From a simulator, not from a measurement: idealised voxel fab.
Process module heading - voxel transistor to metal
This is section cut - it's 185 nm across, gridded in 5 nm square cells.
How to read a cross-section here: the picture is a grid of square cells, written as bands going from the top down, and any band can span one or more rows of cells.
First you get the band's top height and its bottom height, in nm, and then the materials it's made of, left to right, with each width in nm. If you see a single material with "everywhere", that one covers the band edge to edge. "empty" is empty space.
Convention: height 0 is the level below which the wafer, as received, is all one material. The lowest band does not terminate at the bottom but continues downward, represented as "top 0, no bottom".
Note: "30..40" means the width goes from the first number (top row of the band) to the second number (bottom row) in equal steps per row of cells.
A step reported as "nothing was modified" is a step in which no cell of the cross-section changed.
"Sealed voids": sealed empty spaces, 8 cells or more, no open way to top, listed width x height at distance, with distance from the left edge and width, height and distance in nm.
Heads up: the bit after the settings on a step's line is the simulator's remark on that step.
The "overlay nm" setting may appear on a step's line; for a step that uses a mask, it gives how far to the right of its planned position the mask lay, and a negative value indicates the left.

# Here's what the planned process steps look like
- 1: RECEIVE,material Si
- 2: CONFORMAL_DEP,material SiO2,thk nm 5
- 3: CONFORMAL_DEP,material SiN,thk nm 10
- 4: PATTERN,tone cover,mask id ACTIVE,material resist,width nm 95,thk nm 20,overlay nm 0
- 5: DIRECTIONAL_ETCH,etch materials SiN,depth nm 10
- 6: DIRECTIONAL_ETCH,etch materials SiO2,depth nm 5
- 7: DIRECTIONAL_ETCH,etch materials Si,depth nm 35
- 8: STRIP,etch materials resist
- 9: FILL_DEP,material SiO2,thk nm 5
- 10: CMP,height nm 15
- 11: SELECTIVE_ETCH,etch materials SiO2,depth nm 10
- 12: STRIP,etch materials SiN
- 13: SELECTIVE_ETCH,etch materials SiO2,depth nm 5
- 14: OXIDIZE,depth nm 5
- 15: DIRECTIONAL_DEP,material polySi,thk nm 25
- 16: DIRECTIONAL_DEP,material SiCN,thk nm 10
- 17: DIRECTIONAL_DEP,material aC,thk nm 10
- 18: PATTERN,tone cover,mask id GATE,material resist,width nm 25,thk nm 30,overlay nm 0
- 19: DIRECTIONAL_ETCH,etch materials aC,depth nm 10
- 20: STRIP,etch materials resist
- 21: DIRECTIONAL_ETCH,etch materials SiCN,depth nm 20
- 22: DIRECTIONAL_ETCH,etch materials polySi,depth nm 35
- 23: STRIP,etch materials aC
- 24: CONFORMAL_DEP,material SiN,thk nm 5
- 25: DIRECTIONAL_ETCH,etch materials SiN,depth nm 5
- 26: DIRECTIONAL_ETCH,etch materials SiO2,depth nm 5
- 27: DIRECTIONAL_ETCH,etch materials Si,depth nm 10
- 28: EPI,material pSi,thk nm 10
- 29: FILL_DEP,material SiO2,thk nm 10
- 30: CMP,height nm 25
- 31: STRIP,etch materials polySi
- 32: SELECTIVE_ETCH,etch materials SiO2,depth nm 5
- 33: CONFORMAL_DEP,material HfO2,thk nm 5
- 34: CONFORMAL_DEP,material TiN,thk nm 5
- 35: FILL_DEP,material W,thk nm 5
- 36: CMP,height nm 20
- 37: DIRECTIONAL_DEP,material SiO2,thk nm 10
- 38: PATTERN,tone open,mask id CONTACT,material resist,width nm 15,pitch nm 70,thk nm 15,overlay nm 0
- 39: DIRECTIONAL_ETCH,etch materials SiO2,depth nm 35
- 40: STRIP,etch materials resist
- 41: CONFORMAL_DEP,material TiN,thk nm 5
- 42: FILL_DEP,material Ru,thk nm 5
- 43: CMP,height nm 30
- 44: CONFORMAL_DEP,material SiN,thk nm 5
- 45: DIRECTIONAL_DEP,material SiO2,thk nm 15
- 46: PATTERN,tone open,mask id METAL_1,material resist,width nm 15,pitch nm 70,thk nm 20,overlay nm 0
- 47: DIRECTIONAL_ETCH,etch materials SiO2,depth nm 15
- 48: DIRECTIONAL_ETCH,etch materials SiN,depth nm 5
- 49: STRIP,etch materials resist
- 50: CONFORMAL_DEP,material TiN,thk nm 5
- 51: FILL_DEP,material Cu,thk nm 5
- 52: CMP,height nm 50
- 53: EPI,material Ru,thk nm 5
- 54: FILL_DEP,material SiCN,thk nm 5
- 55: DIRECTIONAL_DEP,material lowk,thk nm 30
- 56: MASKED_ETCH,tone open,mask id METAL_2,width nm 15,pitch nm 70,etch materials lowk,depth nm 20,overlay nm 0
- 57: MASKED_ETCH,tone open,mask id METAL_2_HOLES,width nm 15,pitch nm 70,etch materials lowk,depth nm 10,overlay nm 0
- 58: MASKED_ETCH,tone open,mask id METAL_2_HOLES,width nm 15,pitch nm 70,etch materials SiCN,depth nm 5,overlay nm 0
- 59: CONFORMAL_DEP,material TiN,thk nm 5
- 60: FILL_DEP,material Cu,thk nm 5
- 61: CMP,height nm 90
- 62: CONFORMAL_DEP,material SiN,thk nm 5

# Cross-section of the wafer as it came to us, i.e., already through step 1
top 0, no bottom: Si everywhere
Sealed voids: none

# Result of the module, cross-sectioned: start per above, plan per above, one error in how it was run
top 95, bottom 90: SiN everywhere
top 90, bottom 60: 50 lowk | 5 TiN | 5 Cu | 5 TiN | 55 lowk | 5 TiN | 5 Cu | 5 TiN | 50 lowk
top 60, bottom 55: 50 SiCN | 15 TiN | 55 SiCN | 15 TiN | 50 SiCN
top 55, bottom 50: Ru everywhere
top 50, bottom 45: Cu everywhere
top 45, bottom 40: 55 TiN | 5 Cu | 65 TiN | 5 Cu | 55 TiN
top 40, bottom 35: 50 SiO2 | 5 TiN | 5 Cu | 5 TiN | 55 SiO2 | 5 TiN | 5 Cu | 5 TiN | 50 SiO2
top 35, bottom 30: 50 SiN | 15 TiN | 55 SiN | 15 TiN | 50 SiN
top 30, bottom 20: 50 SiO2 | 5 TiN | 5 Ru | 5 TiN | 55 SiO2 | 5 TiN | 5 Ru | 5 TiN | 50 SiO2
top 20, bottom 5: 50 SiO2 | 5 TiN | 5 Ru | 5 TiN | 10 SiO2 | 5 SiN | 5 HfO2 | 5 TiN | 5 W | 5 TiN | 5 HfO2 | 5 SiN | 10 SiO2 | 5 TiN | 5 Ru | 5 TiN | 50 SiO2
top 5, bottom 0: 50 SiO2 | 5 TiN | 5 Ru | 5 TiN | 10 pSi | 5 SiN | 5 HfO2 | 15 TiN | 5 HfO2 | 5 SiN | 10 pSi | 5 TiN | 5 Ru | 5 TiN | 50 SiO2
top 0, bottom -5: 50 SiO2 | 15 TiN | 10 pSi | 35 HfO2 | 10 pSi | 15 TiN | 50 SiO2
top -5, bottom -15: 45 SiO2 | 30 pSi | 35 Si | 30 pSi | 45 SiO2
top -15, bottom -35: 45 SiO2 | 95 Si | 45 SiO2
top -35, no bottom: Si everywhere
Sealed voids: none
Run error: step 45 went in with a setting other than planned; the actual run was DIRECTIONAL_DEP,material SiO2,thk nm 5
